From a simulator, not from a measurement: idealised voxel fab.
process module | voxel transistor to metal
cross-section cut | 250 nm wide | cells 5 nm
A cross-section is a grid of square cells, given in bands from the top down. A band is one or more rows of cells.
Each band's line starts with the height of the band's top and of its bottom, in nm. Then come its materials from left to right, each with its width in nm. One material with "throughout" fills the band from edge to edge. "air" is empty space.
Height 0 is the level under which the wafer as received is all one material. The lowest band goes on downwards, as in "0 down".
A width such as "30 to 40" changes by the same amount from each row of cells to the next, from the band's top row to its bottom row.
"no change" after a step means that no cell of the cross-section changed.
closed voids: empty space of 8 cells or more with no open way to the top, each as width x height at its distance from the left edge, in nm
after a step's settings: what the simulator itself notes on the step
overlay nm, on a step with a mask: how far to the right of its planned place the mask lay; to the left if negative
plan
1 op RECEIVE | material Si
2 op CONFORMAL_DEP | material SiO2 | thk nm 5
3 op CONFORMAL_DEP | material SiN | thk nm 15
4 op MASKED_ETCH | tone cover | mask id ACTIVE | width nm 85 | pitch nm 115 | etch materials SiN | depth nm 15 | overlay nm 0
5 op MASKED_ETCH | tone cover | mask id ACTIVE | width nm 85 | pitch nm 115 | etch materials SiO2 | depth nm 5 | overlay nm 0
6 op MASKED_ETCH | tone cover | mask id ACTIVE | width nm 85 | pitch nm 115 | etch materials Si | depth nm 20 | overlay nm 0
7 op OXIDIZE | depth nm 5
8 op FILL_DEP | material SiO2 | thk nm 5
9 op CMP | height nm 20
10 op SELECTIVE_ETCH | etch materials SiO2 | depth nm 15
11 op STRIP | etch materials SiN
12 op SELECTIVE_ETCH | etch materials SiO2 | depth nm 5
13 op OXIDIZE | depth nm 5
14 op DIRECTIONAL_DEP | material polySi | thk nm 30
15 op DIRECTIONAL_DEP | material SiCN | thk nm 15
16 op PATTERN | tone cover | mask id GATE | material resist | width nm 15 | pitch nm 115 | thk nm 20 | overlay nm 0
17 op DIRECTIONAL_ETCH | etch materials SiCN | depth nm 25
18 op DIRECTIONAL_ETCH | etch materials polySi | depth nm 40
19 op STRIP | etch materials resist
20 op CONFORMAL_DEP | material SiN | thk nm 5
21 op DIRECTIONAL_ETCH | etch materials SiN | depth nm 5
22 op DIRECTIONAL_ETCH | etch materials SiO2 | depth nm 5
23 op DIRECTIONAL_ETCH | etch materials Si | depth nm 10
24 op EPI | material nSi | thk nm 10
25 op FILL_DEP | material SiO2 | thk nm 10
26 op CMP | height nm 45
27 op DIRECTIONAL_DEP | material SiO2 | thk nm 15
28 op PATTERN | tone open | mask id CONTACT | material resist | width nm 15 | thk nm 15 | overlay nm 0
29 op DIRECTIONAL_ETCH | etch materials SiO2 | depth nm 65
30 op STRIP | etch materials resist
31 op CONFORMAL_DEP | material TiN | thk nm 5
32 op FILL_DEP | material W | thk nm 5
33 op CMP | height nm 60
34 op DIRECTIONAL_DEP | material TiN | thk nm 5
35 op DIRECTIONAL_DEP | material W | thk nm 15
36 op DIRECTIONAL_DEP | material aC | thk nm 10
37 op PATTERN | tone cover | mask id METAL_1 | material resist | width nm 15 | thk nm 25 | overlay nm 0
38 op DIRECTIONAL_ETCH | etch materials aC | depth nm 10
39 op STRIP | etch materials resist
40 op DIRECTIONAL_ETCH | etch materials W | depth nm 15
41 op DIRECTIONAL_ETCH | etch materials TiN | depth nm 5
42 op STRIP | etch materials aC
43 op CONFORMAL_DEP | material SiCN | thk nm 5
44 op FILL_DEP | material lowk | thk nm 10
45 op CMP | height nm 80
46 op CONFORMAL_DEP | material SiCN | thk nm 5
as received, after step 1
  0 down: Si throughout
  closed voids: none
first wafer at the end, as planned
  85 to 80: SiCN throughout
  80 to 65: lowk 25 | SiCN 5 | W 15 | SiCN 5 | lowk 35 | SiCN 5 | W 15 | SiCN 5 | lowk 30 | SiCN 5 | W 15 | SiCN 5 | lowk 35 | SiCN 5 | W 15 | SiCN 5 | lowk 25
  65 to 60: SiCN 30 | TiN 15 | SiCN 45 | TiN 15 | SiCN 40 | TiN 15 | SiCN 45 | TiN 15 | SiCN 30
  60 to 45: SiO2 30 | TiN 5 | W 5 | TiN 5 | SiO2 45 | TiN 5 | W 5 | TiN 5 | SiO2 40 | TiN 5 | W 5 | TiN 5 | SiO2 45 | TiN 5 | W 5 | TiN 5 | SiO2 30
  45 to 30: SiO2 30 | TiN 5 | W 5 | TiN 5 | SiO2 10 | SiN 5 | SiCN 15 | SiN 5 | SiO2 10 | TiN 5 | W 5 | TiN 5 | SiO2 40 | TiN 5 | W 5 | TiN 5 | SiO2 10 | SiN 5 | SiCN 15 | SiN 5 | SiO2 10 | TiN 5 | W 5 | TiN 5 | SiO2 30
  30 to 5: SiO2 30 | TiN 5 | W 5 | TiN 5 | SiO2 10 | SiN 5 | polySi 15 | SiN 5 | SiO2 10 | TiN 5 | W 5 | TiN 5 | SiO2 40 | TiN 5 | W 5 | TiN 5 | SiO2 10 | SiN 5 | polySi 15 | SiN 5 | SiO2 10 | TiN 5 | W 5 | TiN 5 | SiO2 30
  5 to 0: SiO2 30 | TiN 5 | W 5 | TiN 5 | nSi 10 | SiN 5 | polySi 15 | SiN 5 | nSi 10 | TiN 5 | W 5 | TiN 5 | SiO2 40 | TiN 5 | W 5 | TiN 5 | nSi 10 | SiN 5 | polySi 15 | SiN 5 | nSi 10 | TiN 5 | W 5 | TiN 5 | SiO2 30
  0 to -5: SiO2 30 | TiN 15 | nSi 10 | SiO2 25 | nSi 10 | TiN 15 | SiO2 40 | TiN 15 | nSi 10 | SiO2 25 | nSi 10 | TiN 15 | SiO2 30
  -5 to -15: SiO2 30 | nSi 25 | Si 25 | nSi 25 | SiO2 40 | nSi 25 | Si 25 | nSi 25 | SiO2 30
  -15 to -25: SiO2 30 | Si 75 | SiO2 40 | Si 75 | SiO2 30
  -25 down: Si throughout
  closed voids: none
second wafer at the end: like start, like plan, one mistake
  80 to 75: SiCN throughout
  75 to 65: lowk 25 | SiCN 5 | W 15 | SiCN 5 | lowk 35 | SiCN 5 | W 15 | SiCN 5 | lowk 30 | SiCN 5 | W 15 | SiCN 5 | lowk 35 | SiCN 5 | W 15 | SiCN 5 | lowk 25
  65 to 60: SiCN 30 | TiN 15 | SiCN 45 | TiN 15 | SiCN 40 | TiN 15 | SiCN 45 | TiN 15 | SiCN 30
  60 to 45: SiO2 30 | TiN 5 | W 5 | TiN 5 | SiO2 45 | TiN 5 | W 5 | TiN 5 | SiO2 40 | TiN 5 | W 5 | TiN 5 | SiO2 45 | TiN 5 | W 5 | TiN 5 | SiO2 30
  45 to 30: SiO2 30 | TiN 5 | W 5 | TiN 5 | SiO2 10 | SiN 5 | SiCN 15 | SiN 5 | SiO2 10 | TiN 5 | W 5 | TiN 5 | SiO2 40 | TiN 5 | W 5 | TiN 5 | SiO2 10 | SiN 5 | SiCN 15 | SiN 5 | SiO2 10 | TiN 5 | W 5 | TiN 5 | SiO2 30
  30 to 5: SiO2 30 | TiN 5 | W 5 | TiN 5 | SiO2 10 | SiN 5 | polySi 15 | SiN 5 | SiO2 10 | TiN 5 | W 5 | TiN 5 | SiO2 40 | TiN 5 | W 5 | TiN 5 | SiO2 10 | SiN 5 | polySi 15 | SiN 5 | SiO2 10 | TiN 5 | W 5 | TiN 5 | SiO2 30
  5 to 0: SiO2 30 | TiN 5 | W 5 | TiN 5 | nSi 10 | SiN 5 | polySi 15 | SiN 5 | nSi 10 | TiN 5 | W 5 | TiN 5 | SiO2 40 | TiN 5 | W 5 | TiN 5 | nSi 10 | SiN 5 | polySi 15 | SiN 5 | nSi 10 | TiN 5 | W 5 | TiN 5 | SiO2 30
  0 to -5: SiO2 30 | TiN 15 | nSi 10 | SiO2 25 | nSi 10 | TiN 15 | SiO2 40 | TiN 15 | nSi 10 | SiO2 25 | nSi 10 | TiN 15 | SiO2 30
  -5 to -15: SiO2 30 | nSi 25 | Si 25 | nSi 25 | SiO2 40 | nSi 25 | Si 25 | nSi 25 | SiO2 30
  -15 to -25: SiO2 30 | Si 75 | SiO2 40 | Si 75 | SiO2 30
  -25 down: Si throughout
  closed voids: none
what went wrong: step 45 ran as: op CMP | height nm 75
at the end the second wafer has, in cells: 8 fewer of SiCN | 12 fewer of W | 30 fewer of lowk
